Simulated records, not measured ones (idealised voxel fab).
The process module presented herein is designated voxel trench capacitor.
We display cut, a cross-section 200 nm in width whose square cells are each 5 nm.
Cross-section, as written here: a square-cell grid given band by band from the top down, where a band holds one or more rows of cells. Look at the band entry: it leads with the top's height and the bottom's height in nm. Then it lists the materials left to right, with a width in nm for each. The word "throughout" on a single material says that material fills the band edge to edge. The word "empty" is empty space. The level at which height equals 0 is the one under which the wafer, as it arrives, is entirely one material. No lower edge exists for the bottom band, which continues downward and is notated as in "0 down". It should be noted that a width expressed as "30 to 40" varies in equal increments from row to row of cells within the band, taking the value of the first number at the top row and that of the second number at the bottom row. "same as before" for a step: no cell of the cross-section changed in that step. Entry "Entrapped voids". Content: empty spaces with no open connection to the top, size 8 cells or greater. Each: width x height at distance. Distance: from left edge. Unit: nm. What comes after the settings on a step's line is commentary from the simulator itself on that step. overlay nm: mask offset rightward from planned place, masked step; negative means leftward offset.

### These are the steps we planned for the process
1) RECEIVE with material Si
2) CONFORMAL_DEP with material SiN, thk nm 5
3) DIRECTIONAL_DEP with material aC, thk nm 15
4) PATTERN with tone open, mask id TRENCH, material resist, width nm 25, pitch nm 40, thk nm 35, overlay nm 0
5) DIRECTIONAL_ETCH with etch materials aC, depth nm 15
6) STRIP with etch materials resist
7) DIRECTIONAL_ETCH with etch materials SiN, depth nm 5
8) DIRECTIONAL_ETCH with etch materials Si, depth nm 35
9) STRIP with etch materials aC
10) CONFORMAL_DEP with material Al2O3, thk nm 5
11) FILL_DEP with material polySi, thk nm 5
12) CMP with height nm 5

### Wafer cross-section on receipt, i.e. after step 1
  0 down  Si throughout
  Entrapped voids: none

### The following cross-section depicts the wafer upon conclusion of the module. Processing commenced from the starting condition illustrated above and adhered to the plan illustrated above, save for one mistake in execution
  5 to 0  polySi 45, then Al2O3 5, then polySi 15, then Al2O3 5, then polySi 15, then Al2O3 5, then polySi 15, then Al2O3 5, then polySi 15, then Al2O3 5, then polySi 15, then Al2O3 5, then polySi 50
  0 to -25  Si 45, then Al2O3 5, then polySi 15, then Al2O3 5, then Si 15, then Al2O3 5, then polySi 15, then Al2O3 5, then Si 15, then Al2O3 5, then polySi 15, then Al2O3 5, then Si 50
  -25 to -30  Si 45, then Al2O3 25, then Si 15, then Al2O3 25, then Si 15, then Al2O3 25, then Si 50
  -30 down  Si throughout
  Entrapped voids: none
what went wrong: step 2 off recipe, ran as CONFORMAL_DEP with material polySi, thk nm 5
